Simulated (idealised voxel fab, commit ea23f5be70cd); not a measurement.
Process module heading - voxel tone inversion
Cross-section cut: width 265 nm, square cells of 5 nm.
Bands, listed from the top down, are how a cross-section gets written in this document; the cross-section itself is a grid of square cells, and a band is one or more rows of them. Heads up on the band format: heights come first, top then bottom, in nm. After that it's the materials left to right, each with its width in nm. A single material flagged "full width" fills the whole band edge to edge, and "air" means there's empty space there. Zero point of the height axis is 0; under it, received wafer = one material. Lowest band: continues down indefinitely, "top 0, no bottom". The two numbers in a width such as "30 to 40" mark its ends across the band: the first belongs to the top row of cells, the second to the bottom row, and from each row to the next the width moves by the same amount. "no modification", as given for a step, is the statement that not any cell of the cross-section underwent a change during that step. "Enclosed internal cavities" specifies each empty space that is not open to the top and that occupies no fewer than 8 cells, using the form width x height at distance, the distance measured from the left edge and all three quantities in nm. Post-settings text on a step line: simulator's own remark regarding the step. Steps that use a mask can have "overlay nm" on their line. It says how far the mask sat to the right of where it was meant to be. Negative means to the left.
### The steps planned for the process are as follows
| 1 | RECEIVE | material Si |
| 2 | CONFORMAL_DEP | material SiCN | thk nm 5 |
| 3 | DIRECTIONAL_DEP | material aC | thk nm 20 |
| 4 | PATTERN | tone cover | mask id POSTS | material resist | width nm 20 | pitch nm 45 | thk nm 25 | overlay nm 0 |
| 5 | DIRECTIONAL_ETCH | etch materials aC | depth nm 20 |
| 6 | STRIP | etch materials resist |
| 7 | FILL_DEP | material lowk | thk nm 5 |
| 8 | CMP | height nm 25 |
| 9 | STRIP | etch materials aC |
| 10 | CONFORMAL_DEP | material TiN | thk nm 5 |
| 11 | FILL_DEP | material Ru | thk nm 5 |
| 12 | CMP | height nm 25 |
| 13 | CONFORMAL_DEP | material SiCN | thk nm 5 |
### Wafer as received: cross-section following step 1
    top 0, no bottom: Si full width
    Enclosed internal cavities: none
### The first of two wafers, cross-sectioned at the end of the module, with the run proceeding as planned
    top 30, bottom 25: SiCN full width
    top 25, bottom 10: 75 lowk | 5 TiN | 10 Ru | 5 TiN | 25 lowk | 5 TiN | 10 Ru | 5 TiN | 25 lowk | 5 TiN | 10 Ru | 5 TiN | 80 lowk
    top 10, bottom 5: 75 lowk | 20 TiN | 25 lowk | 20 TiN | 25 lowk | 20 TiN | 80 lowk
    top 5, bottom 0: SiCN full width
    top 0, no bottom: Si full width
    Enclosed internal cavities: none
### Now the second wafer, cross-sectioned at the end of the module. Nothing different at the start, nothing different in the plan compared with the first, just one mistake when it was actually run
    top 30, bottom 25: SiCN full width
    top 25, bottom 20: 80 TiN | 10 Ru | 35 TiN | 10 Ru | 35 TiN | 10 Ru | 85 TiN
    top 20, bottom 10: 75 lowk | 5 TiN | 10 Ru | 5 TiN | 25 lowk | 5 TiN | 10 Ru | 5 TiN | 25 lowk | 5 TiN | 10 Ru | 5 TiN | 80 lowk
    top 10, bottom 5: 75 lowk | 20 TiN | 25 lowk | 20 TiN | 25 lowk | 20 TiN | 80 lowk
    top 5, bottom 0: SiCN full width
    top 0, no bottom: Si full width
    Enclosed internal cavities: none
So what did we get wrong on this run? in deviation from the planned setting, step 8 was conducted as CMP | height nm 20
At the finish, the second wafer shows more or fewer cells for some materials than the first does: 41 more of TiN; 41 fewer of lowk
